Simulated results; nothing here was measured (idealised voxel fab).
process module | voxel self aligned contacts
cross-section cut | 245 nm wide | cells 5 nm
A cross-section is a grid of square cells, given in bands from the top down. A band is one or more rows of cells.
Each band's line starts with the height of the band's top and of its bottom, in nm. Then come its materials from left to right, each with its width in nm. One material with "throughout" fills the band from edge to edge. "air" is empty space.
Height 0 is the level under which the wafer as received is all one material. The lowest band goes on downwards, as in "0 down".
A width such as "30 to 40" changes by the same amount from each row of cells to the next, from the band's top row to its bottom row.
"no change" after a step means that no cell of the cross-section changed.
closed voids: empty space of 8 cells or more with no open way to the top, each as width x height at its distance from the left edge, in nm
after a step's settings: what the simulator itself notes on the step
overlay nm, on a step with a mask: how far to the right of its planned place the mask lay; to the left if negative
plan
1 op RECEIVE | material Si
2 op OXIDIZE | depth nm 5
3 op DIRECTIONAL_DEP | material polySi | thk nm 30
4 op DIRECTIONAL_DEP | material SiN | thk nm 25
5 op DIRECTIONAL_DEP | material aC | thk nm 10
6 op PATTERN | tone cover | mask id GATE | material resist | width nm 25 | pitch nm 65 | thk nm 25 | overlay nm 0
7 op DIRECTIONAL_ETCH | etch materials aC | depth nm 10
8 op STRIP | etch materials resist
9 op DIRECTIONAL_ETCH | etch materials SiN | depth nm 25
10 op DIRECTIONAL_ETCH | etch materials polySi | depth nm 30
11 op STRIP | etch materials aC
12 op CONFORMAL_DEP | material SiN | thk nm 10
13 op DIRECTIONAL_ETCH | etch materials SiN | depth nm 10
14 op FILL_DEP | material SiO2 | thk nm 20
15 op CMP | height nm 65
16 op PATTERN | tone open | mask id CONTACT | material resist | width nm 50 | thk nm 15 | overlay nm 0
17 op DIRECTIONAL_ETCH | etch materials SiO2 | depth nm 70
18 op STRIP | etch materials resist
19 op CONFORMAL_DEP | material TiN | thk nm 5
20 op FILL_DEP | material W | thk nm 5
21 op CMP | height nm 65
22 op CONFORMAL_DEP | material SiN | thk nm 5
first wafer, as planned
as received, after step 1
  0 down: Si throughout
  closed voids: none
after step 2
  0 to -5: SiO2 throughout
  below -5: unchanged
after step 3
  30 to 0: polySi throughout
  below 0: unchanged
after step 4
  55 to 30: SiN throughout
  below 30: unchanged
after step 5
  65 to 55: aC throughout
  below 55: unchanged
after step 6
  90 to 65: air 75 | resist 25 | air 40 | resist 25 | air 80
  below 65: unchanged
after step 7
  80 to 65: air 75 | resist 25 | air 40 | resist 25 | air 80
  65 to 55: air 75 | aC 25 | air 40 | aC 25 | air 80
  below 55: unchanged
after step 8
  65 to 55: air 75 | aC 25 | air 40 | aC 25 | air 80
  below 55: unchanged
after step 9
  65 to 55: air 75 | aC 25 | air 40 | aC 25 | air 80
  55 to 30: air 75 | SiN 25 | air 40 | SiN 25 | air 80
  below 30: unchanged
after step 10
  65 to 55: air 75 | aC 25 | air 40 | aC 25 | air 80
  55 to 30: air 75 | SiN 25 | air 40 | SiN 25 | air 80
  30 to 0: air 75 | polySi 25 | air 40 | polySi 25 | air 80
  below 0: unchanged
after step 11
  55 to 30: air 75 | SiN 25 | air 40 | SiN 25 | air 80
  below 30: unchanged
after step 12
  65 to 30: air 65 | SiN 45 | air 20 | SiN 45 | air 70
  30 to 10: air 65 | SiN 10 | polySi 25 | SiN 10 | air 20 | SiN 10 | polySi 25 | SiN 10 | air 70
  10 to 0: SiN 75 | polySi 25 | SiN 40 | polySi 25 | SiN 80
  below 0: unchanged
after step 13
  55 to 30: air 65 | SiN 45 | air 20 | SiN 45 | air 70
  30 to 0: air 65 | SiN 10 | polySi 25 | SiN 10 | air 20 | SiN 10 | polySi 25 | SiN 10 | air 70
  below 0: unchanged
after step 14
  75 to 55: SiO2 throughout
  55 to 30: SiO2 65 | SiN 45 | SiO2 20 | SiN 45 | SiO2 70
  30 to 0: SiO2 65 | SiN 10 | polySi 25 | SiN 10 | SiO2 20 | SiN 10 | polySi 25 | SiN 10 | SiO2 70
  below 0: unchanged
after step 15
  65 to 55: SiO2 throughout
  below 55: unchanged
after step 16
  80 to 65: resist 95 | air 50 | resist 100
  below 65: unchanged
after step 17
  80 to 65: resist 95 | air 50 | resist 100
  65 to 55: SiO2 95 | air 50 | SiO2 100
  55 to 30: SiO2 65 | SiN 45 | air 20 | SiN 45 | SiO2 70
  30 to 0: SiO2 65 | SiN 10 | polySi 25 | SiN 10 | air 20 | SiN 10 | polySi 25 | SiN 10 | SiO2 70
  0 to -5: SiO2 110 | air 20 | SiO2 115
  below -5: unchanged
after step 18
  65 to 55: SiO2 95 | air 50 | SiO2 100
  below 55: unchanged
after step 19
  70 to 65: TiN 100 | air 40 | TiN 105
  65 to 55: SiO2 95 | TiN 5 to 20 | air 40 to 10 | TiN 5 to 20 | SiO2 100
  55 to 30: SiO2 65 | SiN 45 | TiN 5 | air 10 | TiN 5 | SiN 45 | SiO2 70
  30 to 0: SiO2 65 | SiN 10 | polySi 25 | SiN 10 | TiN 5 | air 10 | TiN 5 | SiN 10 | polySi 25 | SiN 10 | SiO2 70
  0 to -5: SiO2 110 | TiN 20 | SiO2 115
  below -5: unchanged
after step 20
  75 to 70: W throughout
  70 to 65: TiN 100 | W 40 | TiN 105
  65 to 55: SiO2 95 | TiN 5 to 20 | W 40 to 10 | TiN 5 to 20 | SiO2 100
  55 to 30: SiO2 65 | SiN 45 | TiN 5 | W 10 | TiN 5 | SiN 45 | SiO2 70
  30 to 0: SiO2 65 | SiN 10 | polySi 25 | SiN 10 | TiN 5 | W 10 | TiN 5 | SiN 10 | polySi 25 | SiN 10 | SiO2 70
  below 0: unchanged
after step 21
  65 to 55: SiO2 95 | TiN 5 to 20 | W 40 to 10 | TiN 5 to 20 | SiO2 100
  below 55: unchanged
after step 22
  70 to 65: SiN throughout
  below 65: unchanged
second wafer: like start, like plan, one mistake. Through step 1 it matches the first wafer
when step 2 should have ended: no change
when step 3 should have ended
  30 to 0: polySi throughout
  below 0: unchanged
when step 4 should have ended
  55 to 30: SiN throughout
  below 30: unchanged
when step 5 should have ended
  65 to 55: aC throughout
  below 55: unchanged
when step 6 should have ended
  90 to 65: air 75 | resist 25 | air 40 | resist 25 | air 80
  below 65: unchanged
when step 7 should have ended
  80 to 65: air 75 | resist 25 | air 40 | resist 25 | air 80
  65 to 55: air 75 | aC 25 | air 40 | aC 25 | air 80
  below 55: unchanged
when step 8 should have ended
  65 to 55: air 75 | aC 25 | air 40 | aC 25 | air 80
  below 55: unchanged
when step 9 should have ended
  65 to 55: air 75 | aC 25 | air 40 | aC 25 | air 80
  55 to 30: air 75 | SiN 25 | air 40 | SiN 25 | air 80
  below 30: unchanged
when step 10 should have ended
  65 to 55: air 75 | aC 25 | air 40 | aC 25 | air 80
  55 to 30: air 75 | SiN 25 | air 40 | SiN 25 | air 80
  30 to 0: air 75 | polySi 25 | air 40 | polySi 25 | air 80
  below 0: unchanged
when step 11 should have ended
  55 to 30: air 75 | SiN 25 | air 40 | SiN 25 | air 80
  below 30: unchanged
when step 12 should have ended
  65 to 30: air 65 | SiN 45 | air 20 | SiN 45 | air 70
  30 to 10: air 65 | SiN 10 | polySi 25 | SiN 10 | air 20 | SiN 10 | polySi 25 | SiN 10 | air 70
  10 to 0: SiN 75 | polySi 25 | SiN 40 | polySi 25 | SiN 80
  below 0: unchanged
when step 13 should have ended
  55 to 30: air 65 | SiN 45 | air 20 | SiN 45 | air 70
  30 to 0: air 65 | SiN 10 | polySi 25 | SiN 10 | air 20 | SiN 10 | polySi 25 | SiN 10 | air 70
  below 0: unchanged
when step 14 should have ended
  75 to 55: SiO2 throughout
  55 to 30: SiO2 65 | SiN 45 | SiO2 20 | SiN 45 | SiO2 70
  30 to 0: SiO2 65 | SiN 10 | polySi 25 | SiN 10 | SiO2 20 | SiN 10 | polySi 25 | SiN 10 | SiO2 70
  below 0: unchanged
when step 15 should have ended
  65 to 55: SiO2 throughout
  below 55: unchanged
when step 16 should have ended
  80 to 65: resist 95 | air 50 | resist 100
  below 65: unchanged
when step 17 should have ended
  80 to 65: resist 95 | air 50 | resist 100
  65 to 55: SiO2 95 | air 50 | SiO2 100
  55 to 30: SiO2 65 | SiN 45 | air 20 | SiN 45 | SiO2 70
  30 to 0: SiO2 65 | SiN 10 | polySi 25 | SiN 10 | air 20 | SiN 10 | polySi 25 | SiN 10 | SiO2 70
  below 0: unchanged
when step 18 should have ended
  65 to 55: SiO2 95 | air 50 | SiO2 100
  below 55: unchanged
when step 19 should have ended
  70 to 65: TiN 100 | air 40 | TiN 105
  65 to 55: SiO2 95 | TiN 5 to 20 | air 40 to 10 | TiN 5 to 20 | SiO2 100
  55 to 30: SiO2 65 | SiN 45 | TiN 5 | air 10 | TiN 5 | SiN 45 | SiO2 70
  30 to 5: SiO2 65 | SiN 10 | polySi 25 | SiN 10 | TiN 5 | air 10 | TiN 5 | SiN 10 | polySi 25 | SiN 10 | SiO2 70
  5 to 0: SiO2 65 | SiN 10 | polySi 25 | SiN 10 | TiN 20 | SiN 10 | polySi 25 | SiN 10 | SiO2 70
  below 0: unchanged
when step 20 should have ended
  75 to 70: W throughout
  70 to 65: TiN 100 | W 40 | TiN 105
  65 to 55: SiO2 95 | TiN 5 to 20 | W 40 to 10 | TiN 5 to 20 | SiO2 100
  55 to 30: SiO2 65 | SiN 45 | TiN 5 | W 10 | TiN 5 | SiN 45 | SiO2 70
  30 to 5: SiO2 65 | SiN 10 | polySi 25 | SiN 10 | TiN 5 | W 10 | TiN 5 | SiN 10 | polySi 25 | SiN 10 | SiO2 70
  below 5: unchanged
when step 21 should have ended
  65 to 55: SiO2 95 | TiN 5 to 20 | W 40 to 10 | TiN 5 to 20 | SiO2 100
  below 55: unchanged
when step 22 should have ended
  70 to 65: SiN throughout
  below 65: unchanged
what went wrong: step 2 was left out
at the end the second wafer has, in cells: 49 more of Si | 45 fewer of SiO2 | 2 fewer of TiN | 2 fewer of W
